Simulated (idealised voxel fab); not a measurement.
Presented below is a process module, voxel air gaps.
It is cross-section cut that appears here, measuring 240 nm in width, its square cells being 5 nm in size.
Think of the cross-section as a grid of square cells. We describe it in bands, top to bottom, and each band covers one or more rows of those cells. Read a band's entry like this: the first values are the height of its top and the height of its bottom in nm, and what follows is the sequence of materials from left to right, each with its width in nm. Note that "blank" is empty space, and that a single material marked "everywhere" reaches across the band from edge to edge. The level at which height equals 0 is the one under which the wafer, as it arrives, is entirely one material. No lower edge exists for the bottom band, which continues downward and is notated as in "0..down". A two-number width, for instance "30->40", indicates that the width is equal to the first number in the top row of the band and to the second number in the bottom row, and that it changes by a constant amount per row of cells. The designation "nothing altered", where it is given for a processing step, indicates that no cell of the cross-section was altered in the course of that step. Empty spaces without an open route to the top, at least 8 cells in extent, make up the entry "Closed internal voids"; each is given as width x height at distance, where the distance is measured from the left edge, and all are in nm. Post-settings text on a step line: simulator's own remark regarding the step. Regarding "overlay nm": on a step with a mask, it is the distance the mask lay to the right of its planned place; a negative value places it to the left.

### Process steps foreseen in the plan
1,RECEIVE, material Si
2,CONFORMAL_DEP, material SiO2, thk nm 10
3,CONFORMAL_DEP, material SiCN, thk nm 5
4,DIRECTIONAL_DEP, material SiO2, thk nm 40
5,MASKED_ETCH, tone open, mask id LINES, width nm 15, pitch nm 45, etch materials SiO2, depth nm 40, overlay nm 0
6,CONFORMAL_DEP, material TiN, thk nm 5
7,FILL_DEP, material Cu, thk nm 10
8,CMP, height nm 55
9,EPI, material Ru, thk nm 10
10,SELECTIVE_ETCH, etch materials SiO2, depth nm 50
11,CONFORMAL_DEP, material SiCN, thk nm 5

### Incoming wafer in cross-section (state: after step 1)
> 0..down: Si everywhere
> Closed internal voids: none

### First of two wafers, end-of-module section, run followed plan
> 70..65: blank 30 nm, then SiCN 180 nm, then blank 30 nm
> 65..55: blank 30 nm, then SiCN 5 nm, then Ru 35 nm, then SiCN 10 nm, then Ru 35 nm, then SiCN 10 nm, then Ru 35 nm, then SiCN 10 nm, then Ru 35 nm, then SiCN 5 nm, then blank 30 nm
> 55..50: blank 30 nm, then SiCN 15 nm, then TiN 5 nm, then Cu 5 nm, then TiN 5 nm, then SiCN 30 nm, then TiN 5 nm, then Cu 5 nm, then TiN 5 nm, then SiCN 30 nm, then TiN 5 nm, then Cu 5 nm, then TiN 5 nm, then SiCN 30 nm, then TiN 5 nm, then Cu 5 nm, then TiN 5 nm, then SiCN 15 nm, then blank 30 nm
> 50..20: blank 40 nm, then SiCN 5 nm, then TiN 5 nm, then Cu 5 nm, then TiN 5 nm, then SiCN 5 nm, then blank 20 nm, then SiCN 5 nm, then TiN 5 nm, then Cu 5 nm, then TiN 5 nm, then SiCN 5 nm, then blank 20 nm, then SiCN 5 nm, then TiN 5 nm, then Cu 5 nm, then TiN 5 nm, then SiCN 5 nm, then blank 20 nm, then SiCN 5 nm, then TiN 5 nm, then Cu 5 nm, then TiN 5 nm, then SiCN 5 nm, then blank 40 nm
> 20..15: SiCN 45 nm, then TiN 15 nm, then SiCN 30 nm, then TiN 15 nm, then SiCN 30 nm, then TiN 15 nm, then SiCN 30 nm, then TiN 15 nm, then SiCN 45 nm
> 15..10: SiCN everywhere
> 10..0: SiO2 everywhere
> 0..down: Si everywhere
> Closed internal voids: 20 x 30 at 65; 20 x 30 at 110; 20 x 30 at 155

### Wafer two, end of module, cross-section. Same start, same plan as wafer one. One mistake in the run
> 70..65: blank 30 nm, then SiCN 180 nm, then blank 30 nm
> 65..55: blank 30 nm, then SiCN 5 nm, then Ru 35 nm, then SiCN 10 nm, then Ru 35 nm, then SiCN 10 nm, then Ru 35 nm, then SiCN 10 nm, then Ru 35 nm, then SiCN 5 nm, then blank 30 nm
> 55..20: blank 30 nm, then SiCN 5 nm, then Ru 10 nm, then TiN 5 nm, then Cu 5 nm, then TiN 5 nm, then Ru 10 nm, then SiCN 10 nm, then Ru 10 nm, then TiN 5 nm, then Cu 5 nm, then TiN 5 nm, then Ru 10 nm, then SiCN 10 nm, then Ru 10 nm, then TiN 5 nm, then Cu 5 nm, then TiN 5 nm, then Ru 10 nm, then SiCN 10 nm, then Ru 10 nm, then TiN 5 nm, then Cu 5 nm, then TiN 5 nm, then Ru 10 nm, then SiCN 5 nm, then blank 30 nm
> 20..15: SiCN 35 nm, then Ru 10 nm, then TiN 15 nm, then Ru 10 nm, then SiCN 10 nm, then Ru 10 nm, then TiN 15 nm, then Ru 10 nm, then SiCN 10 nm, then Ru 10 nm, then TiN 15 nm, then Ru 10 nm, then SiCN 10 nm, then Ru 10 nm, then TiN 15 nm, then Ru 10 nm, then SiCN 35 nm
> 15..10: SiCN everywhere
> 10..0: SiO2 everywhere
> 0..down: Si everywhere
> Closed internal voids: none
Plan not followed: plan steps 9 and 10 run swapped
Wafer comparison, final, in cells, second relative to first, materials more or fewer: Ru +128, SiCN -32
Final closed voids: first wafer 3, second wafer 0.
